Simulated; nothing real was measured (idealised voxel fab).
Process module name: voxel capacitor over wiring
Section shown: cut. Width: 275 nm. Cell size: 5 nm, square.
Each cross-section below is a grid of square cells, stated as bands in top-down order, with one or more rows of cells making up each band. Band: top and bottom heights (nm) first, top before bottom; then materials from left to right, widths in nm. "throughout" marks a sole material filling the band edge to edge. "air" denotes empty space. Heights are reckoned from 0. Under this level, the received wafer is all of one material. The bottommost band is open-ended downward, for example "0 down". Graded width ("30 to 40"): value in top row of band = first number; value in bottom row = second number; row-to-row change constant. A step reported as "identical to before" is a step in which no cell of the cross-section changed. "Sealed internal voids" means: voids of 8 cells or more that are shut off from the top with no open way through. Written width x height at distance, distance from the left edge, in nm. On a step's line, text after the settings is the simulator commenting on that step. For masked steps, "overlay nm" on the step line gives how far right of plan the mask actually lay; a minus sign means it lay to the left. Reading guide: pairs of cross-sections, before and after one process step; after view cut off at lowest changed band; step and settings listed under each pair. Pairs may stem from different runs of this module on the same starting wafer; continuity with the pair above only where the "Pre-process cross-section" entry states it.
**Pre-process cross-section**
	0 down  Si throughout
	Sealed internal voids: none
**Result of Step**
	15 to 0  SiO2 throughout
	Anything lower than 0 is untouched.
	Sealed internal voids: none
The two cross-sections above bracket this step: CONFORMAL_DEP (material SiO2; thk nm 15)
Pre-process cross-section: the cross-section after the pair above
**Result of Step**
	20 to 15  TiN throughout
	Anything lower than 15 is untouched.
	Sealed internal voids: none
The two cross-sections above bracket this step: DIRECTIONAL_DEP (material TiN; thk nm 5)
Pre-process cross-section: the cross-section after the pair above
**Result of Step**
	40 to 20  Ru throughout
	Anything lower than 20 is untouched.
	Sealed internal voids: none
The two cross-sections above bracket this step: DIRECTIONAL_DEP (material Ru; thk nm 20)
Pre-process cross-section: the cross-section after the pair above
**Result of Step**
	40 to 20  air 80  Ru 20  air 70  Ru 20  air 85
	Anything lower than 20 is untouched.
	Sealed internal voids: none
The two cross-sections above bracket this step: MASKED_ETCH (tone cover; mask id METAL_1; width nm 20; pitch nm 90; etch materials Ru; depth nm 20; overlay nm 0)
Pre-process cross-section: the cross-section after the pair above
**Result of Step**
	40 to 20  air 80  Ru 20  air 70  Ru 20  air 85
	20 to 15  air 80  TiN 20  air 70  TiN 20  air 85
	Anything lower than 15 is untouched.
	Sealed internal voids: none
The two cross-sections above bracket this step: MASKED_ETCH (tone cover; mask id METAL_1; width nm 20; pitch nm 90; etch materials TiN; depth nm 5; overlay nm 0)
Pre-process cross-section: the cross-section after the pair above
**Result of Step**
	45 to 40  SiO2 throughout
	40 to 20  SiO2 80  Ru 20  SiO2 70  Ru 20  SiO2 85
	20 to 15  SiO2 80  TiN 20  SiO2 70  TiN 20  SiO2 85
	Anything lower than 15 is untouched.
	Sealed internal voids: none
The two cross-sections above bracket this step: FILL_DEP (material SiO2; thk nm 5)
Pre-process cross-section: the cross-section after the pair above
**Result of Step**
	40 to 20  SiO2 80  Ru 20  SiO2 70  Ru 20  SiO2 85
	Anything lower than 20 is untouched.
	Sealed internal voids: none
The two cross-sections above bracket this step: CMP (height nm 40)
Pre-process cross-section: the cross-section after the pair above
**Result of Step**
	45 to 40  SiCN throughout
	Anything lower than 40 is untouched.
	Sealed internal voids: none
The two cross-sections above bracket this step: CONFORMAL_DEP (material SiCN; thk nm 5)
Pre-process cross-section: the cross-section after the pair above
**Result of Step**
	65 to 45  lowk throughout
	Anything lower than 45 is untouched.
	Sealed internal voids: none
The two cross-sections above bracket this step: DIRECTIONAL_DEP (material lowk; thk nm 20)
Pre-process cross-section: the cross-section after the pair above
**Result of Step**
	85 to 65  resist 85  air 15  resist 175
	Anything lower than 65 is untouched.
	Sealed internal voids: none
The two cross-sections above bracket this step: PATTERN (tone open; mask id PLUG_1; material resist; width nm 15; thk nm 20; overlay nm 0)
Pre-process cross-section: the cross-section after the pair above
**Result of Step**
	85 to 65  resist 85  air 15  resist 175
	65 to 45  lowk 85  air 15  lowk 175
	Anything lower than 45 is untouched.
	Sealed internal voids: none
The two cross-sections above bracket this step: DIRECTIONAL_ETCH (etch materials lowk; depth nm 20)
Pre-process cross-section: the cross-section after the pair above
**Result of Step**
	85 to 65  resist 85  air 15  resist 175
	65 to 45  lowk 85  air 15  lowk 175
	45 to 40  SiCN 85  air 15  SiCN 175
	Anything lower than 40 is untouched.
	Sealed internal voids: none
The two cross-sections above bracket this step: DIRECTIONAL_ETCH (etch materials SiCN; depth nm 5)
Pre-process cross-section: the cross-section after the pair above
**Result of Step**
	65 to 45  lowk 85  air 15  lowk 175
	Anything lower than 45 is untouched.
	Sealed internal voids: none
The two cross-sections above bracket this step: STRIP (etch materials resist)
Pre-process cross-section: the cross-section after the pair above
**Result of Step**
	70 to 65  TiN 90  air 5  TiN 180
	65 to 45  lowk 85  TiN 5  air 5  TiN 5  lowk 175
	45 to 40  SiCN 85  TiN 15  SiCN 175
	Anything lower than 40 is untouched.
	Sealed internal voids: none
The two cross-sections above bracket this step: CONFORMAL_DEP (material TiN; thk nm 5)
Pre-process cross-section: the cross-section after the pair above
**Result of Step**
	80 to 70  Cu throughout
	70 to 65  TiN 90  Cu 5  TiN 180
	65 to 45  lowk 85  TiN 5  Cu 5  TiN 5  lowk 175
	Anything lower than 45 is untouched.
	Sealed internal voids: none
The two cross-sections above bracket this step: FILL_DEP (material Cu; thk nm 10)
Pre-process cross-section: the cross-section after the pair above
**Result of Step**
	65 to 45  lowk 85  TiN 5  Cu 5  TiN 5  lowk 175
	Anything lower than 45 is untouched.
	Sealed internal voids: none
The two cross-sections above bracket this step: CMP (height nm 65)
Pre-process cross-section: the cross-section after the pair above
**Result of Step**
	75 to 65  TiN throughout
	Anything lower than 65 is untouched.
	Sealed internal voids: none
The two cross-sections above bracket this step: DIRECTIONAL_DEP (material TiN; thk nm 10)
Pre-process cross-section: the cross-section after the pair above
**Result of Step**
	80 to 75  SiN throughout
	Anything lower than 75 is untouched.
	Sealed internal voids: none
The two cross-sections above bracket this step: DIRECTIONAL_DEP (material SiN; thk nm 5)
Pre-process cross-section: the cross-section after the pair above
**Result of Step**
	85 to 80  TiN throughout
	Anything lower than 80 is untouched.
	Sealed internal voids: none
The two cross-sections above bracket this step: DIRECTIONAL_DEP (material TiN; thk nm 5)
Pre-process cross-section: the cross-section after the pair above
**Result of Step**
	85 to 80  air 85  TiN 75  air 115
	Anything lower than 80 is untouched.
	Sealed internal voids: none
The two cross-sections above bracket this step: MASKED_ETCH (tone cover; mask id UPPER_PLATE; width nm 75; etch materials TiN; depth nm 5; overlay nm 0)
Pre-process cross-section: the cross-section after the pair above
**Result of Step**
	85 to 80  air 85  TiN 75  air 115
	80 to 75  air 85  SiN 75  air 115
	Anything lower than 75 is untouched.
	Sealed internal voids: none
The two cross-sections above bracket this step: MASKED_ETCH (tone cover; mask id UPPER_PLATE; width nm 75; etch materials SiN; depth nm 5; overlay nm 0)
Pre-process cross-section: the cross-section after the pair above
**Result of Step**
	85 to 80  air 85  TiN 75  air 115
	80 to 75  air 85  SiN 75  air 115
	75 to 65  air 80  TiN 85  air 110
	Anything lower than 65 is untouched.
	Sealed internal voids: none
The two cross-sections above bracket this step: MASKED_ETCH (tone cover; mask id LOWER_PLATE; width nm 85; etch materials TiN; depth nm 10; overlay nm 0)
Pre-process cross-section: the cross-section after the pair above
**Result of Step**
	100 to 85  SiO2 throughout
	85 to 80  SiO2 85  TiN 75  SiO2 115
	80 to 75  SiO2 85  SiN 75  SiO2 115
	75 to 65  SiO2 80  TiN 85  SiO2 110
	Anything lower than 65 is untouched.
	Sealed internal voids: none
The two cross-sections above bracket this step: FILL_DEP (material SiO2; thk nm 15)
Pre-process cross-section: the cross-section after the pair above
**Result of Step**
	95 to 85  SiO2 throughout
	Anything lower than 85 is untouched.
	Sealed internal voids: none
The two cross-sections above bracket this step: CMP (height nm 95)
Pre-process cross-section: the cross-section after the pair above
**Result of Step**
	115 to 95  resist 95  air 15  resist 165
	Anything lower than 95 is untouched.
	Sealed internal voids: none
The two cross-sections above bracket this step: PATTERN (tone open; mask id PLUG_2; material resist; width nm 15; thk nm 20; overlay nm 0)
Pre-process cross-section: the cross-section after the pair above
**Result of Step**
	115 to 95  resist 95  air 15  resist 165
	95 to 85  SiO2 95  air 15  SiO2 165
	Anything lower than 85 is untouched.
	Sealed internal voids: none
The two cross-sections above bracket this step: DIRECTIONAL_ETCH (etch materials SiO2; depth nm 10)
Pre-process cross-section: the cross-section after the pair above
**Result of Step**
	95 to 85  SiO2 95  air 15  SiO2 165
	Anything lower than 85 is untouched.
	Sealed internal voids: none
The two cross-sections above bracket this step: STRIP (etch materials resist)
Pre-process cross-section: the cross-section after the pair above
**Result of Step**
	100 to 95  TiN 100  air 5  TiN 170
	95 to 90  SiO2 95  TiN 5  air 5  TiN 5  SiO2 165
	90 to 80  SiO2 95 to 85  TiN 15 to 75  SiO2 165 to 115
	Anything lower than 80 is untouched.
	Sealed internal voids: none
The two cross-sections above bracket this step: CONFORMAL_DEP (material TiN; thk nm 5)
Pre-process cross-section: the cross-section after the pair above
**Result of Step**
	105 to 100  W throughout
	100 to 95  TiN 100  W 5  TiN 170
	95 to 90  SiO2 95  TiN 5  W 5  TiN 5  SiO2 165
	Anything lower than 90 is untouched.
	Sealed internal voids: none
The two cross-sections above bracket this step: FILL_DEP (material W; thk nm 5)
Pre-process cross-section: the cross-section after the pair above
**Result of Step**
	95 to 90  SiO2 95  TiN 5  W 5  TiN 5  SiO2 165
	Anything lower than 90 is untouched.
	Sealed internal voids: none
The two cross-sections above bracket this step: CMP (height nm 95)
Pre-process cross-section: the cross-section after the pair above
**Result of Step**
	100 to 95  SiCN throughout
	Anything lower than 95 is untouched.
	Sealed internal voids: none
The two cross-sections above bracket this step: CONFORMAL_DEP (material SiCN; thk nm 5)
**Pre-process cross-section**
	80 to 75  SiN throughout
	75 to 65  TiN throughout
	65 to 45  lowk 85  TiN 5  Cu 5  TiN 5  lowk 175
	45 to 40  SiCN 85  TiN 15  SiCN 175
	40 to 20  SiO2 80  Ru 20  SiO2 70  Ru 20  SiO2 85
	20 to 15  SiO2 80  TiN 20  SiO2 70  TiN 20  SiO2 85
	15 to 0  SiO2 throughout
	0 down  Si throughout
	Sealed internal voids: none
**Result of Step**
	80 to 75  air 85  SiN 75  air 115
	Anything lower than 75 is untouched.
	Sealed internal voids: none
The two cross-sections above bracket this step: MASKED_ETCH (tone cover; mask id UPPER_PLATE; width nm 75; etch materials SiN; depth nm 5; overlay nm 0)
Pre-process cross-section: the cross-section after the pair above
**Result of Step**
	80 to 75  air 85  SiN 75  air 115
	75 to 65  air 80  TiN 85  air 110
	Anything lower than 65 is untouched.
	Sealed internal voids: none
The two cross-sections above bracket this step: MASKED_ETCH (tone cover; mask id LOWER_PLATE; width nm 85; etch materials TiN; depth nm 10; overlay nm 0)
Pre-process cross-section: the cross-section after the pair above
**Result of Step**
	95 to 80  SiO2 throughout
	80 to 75  SiO2 85  SiN 75  SiO2 115
	75 to 65  SiO2 80  TiN 85  SiO2 110
	Anything lower than 65 is untouched.
	Sealed internal voids: none
The two cross-sections above bracket this step: FILL_DEP (material SiO2; thk nm 15)
Pre-process cross-section: the cross-section after the pair above
**Result of Step**
	115 to 95  resist 95  air 15  resist 165
	Anything lower than 95 is untouched.
	Sealed internal voids: none
The two cross-sections above bracket this step: PATTERN (tone open; mask id PLUG_2; material resist; width nm 15; thk nm 20; overlay nm 0)
Pre-process cross-section: the cross-section after the pair above
**Result of Step**
	115 to 95  resist 95  air 15  resist 165
	95 to 85  SiO2 95  air 15  SiO2 165
	Anything lower than 85 is untouched.
	Sealed internal voids: none
The two cross-sections above bracket this step: DIRECTIONAL_ETCH (etch materials SiO2; depth nm 10)
Pre-process cross-section: the cross-section after the pair above
**Result of Step**
	95 to 85  SiO2 95  air 15  SiO2 165
	Anything lower than 85 is untouched.
	Sealed internal voids: none
The two cross-sections above bracket this step: STRIP (etch materials resist)
Pre-process cross-section: the cross-section after the pair above
**Result of Step**
	100 to 95  TiN 100  air 5  TiN 170
	95 to 90  SiO2 95  TiN 5  air 5  TiN 5  SiO2 165
	90 to 85  SiO2 95  TiN 15  SiO2 165
	Anything lower than 85 is untouched.
	Sealed internal voids: none
The two cross-sections above bracket this step: CONFORMAL_DEP (material TiN; thk nm 5)
Pre-process cross-section: the cross-section after the pair above
**Result of Step**
	105 to 100  W throughout
	100 to 95  TiN 100  W 5  TiN 170
	95 to 90  SiO2 95  TiN 5  W 5  TiN 5  SiO2 165
	Anything lower than 90 is untouched.
	Sealed internal voids: none
The two cross-sections above bracket this step: FILL_DEP (material W; thk nm 5)
Pre-process cross-section: the cross-section after the pair above
**Result of Step**
	95 to 90  SiO2 95  TiN 5  W 5  TiN 5  SiO2 165
	Anything lower than 90 is untouched.
	Sealed internal voids: none
The two cross-sections above bracket this step: CMP (height nm 95)
Pre-process cross-section: the cross-section after the pair above
**Result of Step**
	100 to 95  SiCN throughout
	Anything lower than 95 is untouched.
	Sealed internal voids: none
The two cross-sections above bracket this step: CONFORMAL_DEP (material SiCN; thk nm 5)
**Pre-process cross-section**
	15 to 0  SiO2 throughout
	0 down  Si throughout
	Sealed internal voids: none
**Result of Step**
	30 to 0  SiO2 throughout
	Anything lower than 0 is untouched.
	Sealed internal voids: none
The two cross-sections above bracket this step: CONFORMAL_DEP (material SiO2; thk nm 15)
Pre-process cross-section: the cross-section after the pair above
**Result of Step**
	35 to 30  TiN throughout
	Anything lower than 30 is untouched.
	Sealed internal voids: none
The two cross-sections above bracket this step: DIRECTIONAL_DEP (material TiN; thk nm 5)
Pre-process cross-section: the cross-section after the pair above
**Result of Step**
	55 to 35  Ru throughout
	Anything lower than 35 is untouched.
	Sealed internal voids: none
The two cross-sections above bracket this step: DIRECTIONAL_DEP (material Ru; thk nm 20)
Pre-process cross-section: the cross-section after the pair above
**Result of Step**
	55 to 35  air 80  Ru 20  air 70  Ru 20  air 85
	Anything lower than 35 is untouched.
	Sealed internal voids: none
The two cross-sections above bracket this step: MASKED_ETCH (tone cover; mask id METAL_1; width nm 20; pitch nm 90; etch materials Ru; depth nm 20; overlay nm 0)
Pre-process cross-section: the cross-section after the pair above
**Result of Step**
	55 to 35  air 80  Ru 20  air 70  Ru 20  air 85
	35 to 30  air 80  TiN 20  air 70  TiN 20  air 85
	Anything lower than 30 is untouched.
	Sealed internal voids: none
The two cross-sections above bracket this step: MASKED_ETCH (tone cover; mask id METAL_1; width nm 20; pitch nm 90; etch materials TiN; depth nm 5; overlay nm 0)
Pre-process cross-section: the cross-section after the pair above
**Result of Step**
	60 to 55  SiO2 throughout
	55 to 35  SiO2 80  Ru 20  SiO2 70  Ru 20  SiO2 85
	35 to 30  SiO2 80  TiN 20  SiO2 70  TiN 20  SiO2 85
	Anything lower than 30 is untouched.
	Sealed internal voids: none
The two cross-sections above bracket this step: FILL_DEP (material SiO2; thk nm 5)
Pre-process cross-section: the cross-section after the pair above
**Result of Step**
	40 to 35  SiO2 80  Ru 20  SiO2 70  Ru 20  SiO2 85
	Anything lower than 35 is untouched.
	Sealed internal voids: none
The two cross-sections above bracket this step: CMP (height nm 40)
Pre-process cross-section: the cross-section after the pair above
**Result of Step**
	45 to 40  SiCN throughout
	Anything lower than 40 is untouched.
	Sealed internal voids: none
The two cross-sections above bracket this step: CONFORMAL_DEP (material SiCN; thk nm 5)
Pre-process cross-section: the cross-section after the pair above
**Result of Step**
	65 to 45  lowk throughout
	Anything lower than 45 is untouched.
	Sealed internal voids: none
The two cross-sections above bracket this step: DIRECTIONAL_DEP (material lowk; thk nm 20)
Pre-process cross-section: the cross-section after the pair above
**Result of Step**
	85 to 65  resist 85  air 15  resist 175
	Anything lower than 65 is untouched.
	Sealed internal voids: none
The two cross-sections above bracket this step: PATTERN (tone open; mask id PLUG_1; material resist; width nm 15; thk nm 20; overlay nm 0)
Pre-process cross-section: the cross-section after the pair above
**Result of Step**
	85 to 65  resist 85  air 15  resist 175
	65 to 45  lowk 85  air 15  lowk 175
	Anything lower than 45 is untouched.
	Sealed internal voids: none
The two cross-sections above bracket this step: DIRECTIONAL_ETCH (etch materials lowk; depth nm 20)
Pre-process cross-section: the cross-section after the pair above
**Result of Step**
	85 to 65  resist 85  air 15  resist 175
	65 to 45  lowk 85  air 15  lowk 175
	45 to 40  SiCN 85  air 15  SiCN 175
	Anything lower than 40 is untouched.
	Sealed internal voids: none
The two cross-sections above bracket this step: DIRECTIONAL_ETCH (etch materials SiCN; depth nm 5)
Pre-process cross-section: the cross-section after the pair above
**Result of Step**
	65 to 45  lowk 85  air 15  lowk 175
	Anything lower than 45 is untouched.
	Sealed internal voids: none
The two cross-sections above bracket this step: STRIP (etch materials resist)
Pre-process cross-section: the cross-section after the pair above
**Result of Step**
	70 to 65  TiN 90  air 5  TiN 180
	65 to 45  lowk 85  TiN 5  air 5  TiN 5  lowk 175
	45 to 40  SiCN 85  TiN 15  SiCN 175
	Anything lower than 40 is untouched.
	Sealed internal voids: none
The two cross-sections above bracket this step: CONFORMAL_DEP (material TiN; thk nm 5)
Pre-process cross-section: the cross-section after the pair above
**Result of Step**
	80 to 70  Cu throughout
	70 to 65  TiN 90  Cu 5  TiN 180
	65 to 45  lowk 85  TiN 5  Cu 5  TiN 5  lowk 175
	Anything lower than 45 is untouched.
	Sealed internal voids: none
The two cross-sections above bracket this step: FILL_DEP (material Cu; thk nm 10)
Pre-process cross-section: the cross-section after the pair above
**Result of Step**
	65 to 45  lowk 85  TiN 5  Cu 5  TiN 5  lowk 175
	Anything lower than 45 is untouched.
	Sealed internal voids: none
The two cross-sections above bracket this step: CMP (height nm 65)
Pre-process cross-section: the cross-section after the pair above
**Result of Step**
	75 to 65  TiN throughout
	Anything lower than 65 is untouched.
	Sealed internal voids: none
The two cross-sections above bracket this step: DIRECTIONAL_DEP (material TiN; thk nm 10)
Pre-process cross-section: the cross-section after the pair above
**Result of Step**
	80 to 75  SiN throughout
	Anything lower than 75 is untouched.
	Sealed internal voids: none
The two cross-sections above bracket this step: DIRECTIONAL_DEP (material SiN; thk nm 5)
Pre-process cross-section: the cross-section after the pair above
**Result of Step**
	85 to 80  TiN throughout
	Anything lower than 80 is untouched.
	Sealed internal voids: none
The two cross-sections above bracket this step: DIRECTIONAL_DEP (material TiN; thk nm 5)
Pre-process cross-section: the cross-section after the pair above
**Result of Step**
	85 to 80  air 85  TiN 75  air 115
	Anything lower than 80 is untouched.
	Sealed internal voids: none
The two cross-sections above bracket this step: MASKED_ETCH (tone cover; mask id UPPER_PLATE; width nm 75; etch materials TiN; depth nm 5; overlay nm 0)
Pre-process cross-section: the cross-section after the pair above
**Result of Step**
	85 to 80  air 85  TiN 75  air 115
	80 to 75  air 85  SiN 75  air 115
	Anything lower than 75 is untouched.
	Sealed internal voids: none
The two cross-sections above bracket this step: MASKED_ETCH (tone cover; mask id UPPER_PLATE; width nm 75; etch materials SiN; depth nm 5; overlay nm 0)
Pre-process cross-section: the cross-section after the pair above
**Result of Step**
	85 to 80  air 85  TiN 75  air 115
	80 to 75  air 85  SiN 75  air 115
	75 to 65  air 80  TiN 85  air 110
	Anything lower than 65 is untouched.
	Sealed internal voids: none
The two cross-sections above bracket this step: MASKED_ETCH (tone cover; mask id LOWER_PLATE; width nm 85; etch materials TiN; depth nm 10; overlay nm 0)
Pre-process cross-section: the cross-section after the pair above
**Result of Step**
	100 to 85  SiO2 throughout
	85 to 80  SiO2 85  TiN 75  SiO2 115
	80 to 75  SiO2 85  SiN 75  SiO2 115
	75 to 65  SiO2 80  TiN 85  SiO2 110
	Anything lower than 65 is untouched.
	Sealed internal voids: none
The two cross-sections above bracket this step: FILL_DEP (material SiO2; thk nm 15)
Pre-process cross-section: the cross-section after the pair above
**Result of Step**
	95 to 85  SiO2 throughout
	Anything lower than 85 is untouched.
	Sealed internal voids: none
The two cross-sections above bracket this step: CMP (height nm 95)
Pre-process cross-section: the cross-section after the pair above
**Result of Step**
	115 to 95  resist 95  air 15  resist 165
	Anything lower than 95 is untouched.
	Sealed internal voids: none
The two cross-sections above bracket this step: PATTERN (tone open; mask id PLUG_2; material resist; width nm 15; thk nm 20; overlay nm 0)
Pre-process cross-section: the cross-section after the pair above
**Result of Step**
	115 to 95  resist 95  air 15  resist 165
	95 to 85  SiO2 95  air 15  SiO2 165
	Anything lower than 85 is untouched.
	Sealed internal voids: none
The two cross-sections above bracket this step: DIRECTIONAL_ETCH (etch materials SiO2; depth nm 10)
Pre-process cross-section: the cross-section after the pair above
**Result of Step**
	95 to 85  SiO2 95  air 15  SiO2 165
	Anything lower than 85 is untouched.
	Sealed internal voids: none
The two cross-sections above bracket this step: STRIP (etch materials resist)
Pre-process cross-section: the cross-section after the pair above
**Result of Step**
	100 to 95  TiN 100  air 5  TiN 170
	95 to 90  SiO2 95  TiN 5  air 5  TiN 5  SiO2 165
	90 to 80  SiO2 95 to 85  TiN 15 to 75  SiO2 165 to 115
	Anything lower than 80 is untouched.
	Sealed internal voids: none
The two cross-sections above bracket this step: CONFORMAL_DEP (material TiN; thk nm 5)
Pre-process cross-section: the cross-section after the pair above
**Result of Step**
	105 to 100  W throughout
	100 to 95  TiN 100  W 5  TiN 170
	95 to 90  SiO2 95  TiN 5  W 5  TiN 5  SiO2 165
	Anything lower than 90 is untouched.
	Sealed internal voids: none
The two cross-sections above bracket this step: FILL_DEP (material W; thk nm 5)
Pre-process cross-section: the cross-section after the pair above
**Result of Step**
	95 to 90  SiO2 95  TiN 5  W 5  TiN 5  SiO2 165
	Anything lower than 90 is untouched.
	Sealed internal voids: none
The two cross-sections above bracket this step: CMP (height nm 95)
Pre-process cross-section: the cross-section after the pair above
**Result of Step**
	100 to 95  SiCN throughout
	Anything lower than 95 is untouched.
	Sealed internal voids: none
The two cross-sections above bracket this step: CONFORMAL_DEP (material SiCN; thk nm 5)
**Pre-process cross-section**
	75 to 65  TiN throughout
	65 to 45  lowk 85  TiN 5  Cu 5  TiN 5  lowk 175
	45 to 40  SiCN 85  TiN 15  SiCN 175
	40 to 20  SiO2 80  Ru 20  SiO2 70  Ru 20  SiO2 85
	20 to 15  SiO2 80  TiN 20  SiO2 70  TiN 20  SiO2 85
	15 to 0  SiO2 throughout
	0 down  Si throughout
	Sealed internal voids: none
**Result of Step**
	80 to 65  TiN throughout
	Anything lower than 65 is untouched.
	Sealed internal voids: none
The two cross-sections above bracket this step: DIRECTIONAL_DEP (material TiN; thk nm 5)
Pre-process cross-section: the cross-section after the pair above
**Result of Step**
	85 to 80  SiN throughout
	Anything lower than 80 is untouched.
	Sealed internal voids: none
The two cross-sections above bracket this step: DIRECTIONAL_DEP (material SiN; thk nm 5)
Pre-process cross-section: the cross-section after the pair above
**Result of Step**
	85 to 80  air 85  SiN 75  air 115
	Anything lower than 80 is untouched.
	Sealed internal voids: none
The two cross-sections above bracket this step: MASKED_ETCH (tone cover; mask id UPPER_PLATE; width nm 75; etch materials SiN; depth nm 5; overlay nm 0)
Pre-process cross-section: the cross-section after the pair above
**Result of Step**
	85 to 80  air 85  SiN 75  air 115
	80 to 70  air 80  TiN 85  air 110
	Anything lower than 70 is untouched.
	Sealed internal voids: none
The two cross-sections above bracket this step: MASKED_ETCH (tone cover; mask id LOWER_PLATE; width nm 85; etch materials TiN; depth nm 10; overlay nm 0)
Pre-process cross-section: the cross-section after the pair above
**Result of Step**
	100 to 85  SiO2 throughout
	85 to 80  SiO2 85  SiN 75  SiO2 115
	80 to 70  SiO2 80  TiN 85  SiO2 110
	Anything lower than 70 is untouched.
	Sealed internal voids: none
The two cross-sections above bracket this step: FILL_DEP (material SiO2; thk nm 15)
Pre-process cross-section: the cross-section after the pair above
**Result of Step**
	95 to 85  SiO2 throughout
	Anything lower than 85 is untouched.
	Sealed internal voids: none
The two cross-sections above bracket this step: CMP (height nm 95)
Pre-process cross-section: the cross-section after the pair above
**Result of Step**
	115 to 95  resist 95  air 15  resist 165
	Anything lower than 95 is untouched.
	Sealed internal voids: none
The two cross-sections above bracket this step: PATTERN (tone open; mask id PLUG_2; material resist; width nm 15; thk nm 20; overlay nm 0)
Pre-process cross-section: the cross-section after the pair above
**Result of Step**
	115 to 95  resist 95  air 15  resist 165
	95 to 85  SiO2 95  air 15  SiO2 165
	Anything lower than 85 is untouched.
	Sealed internal voids: none
The two cross-sections above bracket this step: DIRECTIONAL_ETCH (etch materials SiO2; depth nm 10)
Pre-process cross-section: the cross-section after the pair above
**Result of Step**
	95 to 85  SiO2 95  air 15  SiO2 165
	Anything lower than 85 is untouched.
	Sealed internal voids: none
The two cross-sections above bracket this step: STRIP (etch materials resist)
Pre-process cross-section: the cross-section after the pair above
**Result of Step**
	100 to 95  TiN 100  air 5  TiN 170
	95 to 90  SiO2 95  TiN 5  air 5  TiN 5  SiO2 165
	90 to 85  SiO2 95  TiN 15  SiO2 165
	Anything lower than 85 is untouched.
	Sealed internal voids: none
The two cross-sections above bracket this step: CONFORMAL_DEP (material TiN; thk nm 5)
Pre-process cross-section: the cross-section after the pair above
**Result of Step**
	105 to 100  W throughout
	100 to 95  TiN 100  W 5  TiN 170
	95 to 90  SiO2 95  TiN 5  W 5  TiN 5  SiO2 165
	Anything lower than 90 is untouched.
	Sealed internal voids: none
The two cross-sections above bracket this step: FILL_DEP (material W; thk nm 5)
Pre-process cross-section: the cross-section after the pair above
**Result of Step**
	95 to 90  SiO2 95  TiN 5  W 5  TiN 5  SiO2 165
	Anything lower than 90 is untouched.
	Sealed internal voids: none
The two cross-sections above bracket this step: CMP (height nm 95)
Pre-process cross-section: the cross-section after the pair above
**Result of Step**
	100 to 95  SiCN throughout
	Anything lower than 95 is untouched.
	Sealed internal voids: none
The two cross-sections above bracket this step: CONFORMAL_DEP (material SiCN; thk nm 5)
**Pre-process cross-section**
	0 down  Si throughout
	Sealed internal voids: none
**Result of Step**
	20 to 0  SiO2 throughout
	Anything lower than 0 is untouched.
	Sealed internal voids: none
The two cross-sections above bracket this step: CONFORMAL_DEP (material SiO2; thk nm 20)
Pre-process cross-section: the cross-section after the pair above
**Result of Step**
	25 to 20  TiN throughout
	Anything lower than 20 is untouched.
	Sealed internal voids: none
The two cross-sections above bracket this step: DIRECTIONAL_DEP (material TiN; thk nm 5)
Pre-process cross-section: the cross-section after the pair above
**Result of Step**
	45 to 25  Ru throughout
	Anything lower than 25 is untouched.
	Sealed internal voids: none
The two cross-sections above bracket this step: DIRECTIONAL_DEP (material Ru; thk nm 20)
Pre-process cross-section: the cross-section after the pair above
**Result of Step**
	45 to 25  air 80  Ru 20  air 70  Ru 20  air 85
	Anything lower than 25 is untouched.
	Sealed internal voids: none
The two cross-sections above bracket this step: MASKED_ETCH (tone cover; mask id METAL_1; width nm 20; pitch nm 90; etch materials Ru; depth nm 20; overlay nm 0)
Pre-process cross-section: the cross-section after the pair above
**Result of Step**
	45 to 25  air 80  Ru 20  air 70  Ru 20  air 85
	25 to 20  air 80  TiN 20  air 70  TiN 20  air 85
	Anything lower than 20 is untouched.
	Sealed internal voids: none
The two cross-sections above bracket this step: MASKED_ETCH (tone cover; mask id METAL_1; width nm 20; pitch nm 90; etch materials TiN; depth nm 5; overlay nm 0)
Pre-process cross-section: the cross-section after the pair above
**Result of Step**
	50 to 45  SiO2 throughout
	45 to 25  SiO2 80  Ru 20  SiO2 70  Ru 20  SiO2 85
	25 to 20  SiO2 80  TiN 20  SiO2 70  TiN 20  SiO2 85
	Anything lower than 20 is untouched.
	Sealed internal voids: none
The two cross-sections above bracket this step: FILL_DEP (material SiO2; thk nm 5)
Pre-process cross-section: the cross-section after the pair above
**Result of Step**
	40 to 25  SiO2 80  Ru 20  SiO2 70  Ru 20  SiO2 85
	Anything lower than 25 is untouched.
	Sealed internal voids: none
The two cross-sections above bracket this step: CMP (height nm 40)
Pre-process cross-section: the cross-section after the pair above
**Result of Step**
	45 to 40  SiCN throughout
	Anything lower than 40 is untouched.
	Sealed internal voids: none
The two cross-sections above bracket this step: CONFORMAL_DEP (material SiCN; thk nm 5)
Pre-process cross-section: the cross-section after the pair above
**Result of Step**
	65 to 45  lowk throughout
	Anything lower than 45 is untouched.
	Sealed internal voids: none
The two cross-sections above bracket this step: DIRECTIONAL_DEP (material lowk; thk nm 20)
Pre-process cross-section: the cross-section after the pair above
**Result of Step**
	85 to 65  resist 85  air 15  resist 175
	Anything lower than 65 is untouched.
	Sealed internal voids: none
The two cross-sections above bracket this step: PATTERN (tone open; mask id PLUG_1; material resist; width nm 15; thk nm 20; overlay nm 0)
Pre-process cross-section: the cross-section after the pair above
**Result of Step**
	85 to 65  resist 85  air 15  resist 175
	65 to 45  lowk 85  air 15  lowk 175
	Anything lower than 45 is untouched.
	Sealed internal voids: none
The two cross-sections above bracket this step: DIRECTIONAL_ETCH (etch materials lowk; depth nm 20)
Pre-process cross-section: the cross-section after the pair above
**Result of Step**
	85 to 65  resist 85  air 15  resist 175
	65 to 45  lowk 85  air 15  lowk 175
	45 to 40  SiCN 85  air 15  SiCN 175
	Anything lower than 40 is untouched.
	Sealed internal voids: none
The two cross-sections above bracket this step: DIRECTIONAL_ETCH (etch materials SiCN; depth nm 5)
Pre-process cross-section: the cross-section after the pair above
**Result of Step**
	65 to 45  lowk 85  air 15  lowk 175
	Anything lower than 45 is untouched.
	Sealed internal voids: none
The two cross-sections above bracket this step: STRIP (etch materials resist)
Pre-process cross-section: the cross-section after the pair above
**Result of Step**
	70 to 65  TiN 90  air 5  TiN 180
	65 to 45  lowk 85  TiN 5  air 5  TiN 5  lowk 175
	45 to 40  SiCN 85  TiN 15  SiCN 175
	Anything lower than 40 is untouched.
	Sealed internal voids: none
The two cross-sections above bracket this step: CONFORMAL_DEP (material TiN; thk nm 5)
Pre-process cross-section: the cross-section after the pair above
**Result of Step**
	80 to 70  Cu throughout
	70 to 65  TiN 90  Cu 5  TiN 180
	65 to 45  lowk 85  TiN 5  Cu 5  TiN 5  lowk 175
	Anything lower than 45 is untouched.
	Sealed internal voids: none
The two cross-sections above bracket this step: FILL_DEP (material Cu; thk nm 10)
Pre-process cross-section: the cross-section after the pair above
**Result of Step**
	65 to 45  lowk 85  TiN 5  Cu 5  TiN 5  lowk 175
	Anything lower than 45 is untouched.
	Sealed internal voids: none
The two cross-sections above bracket this step: CMP (height nm 65)
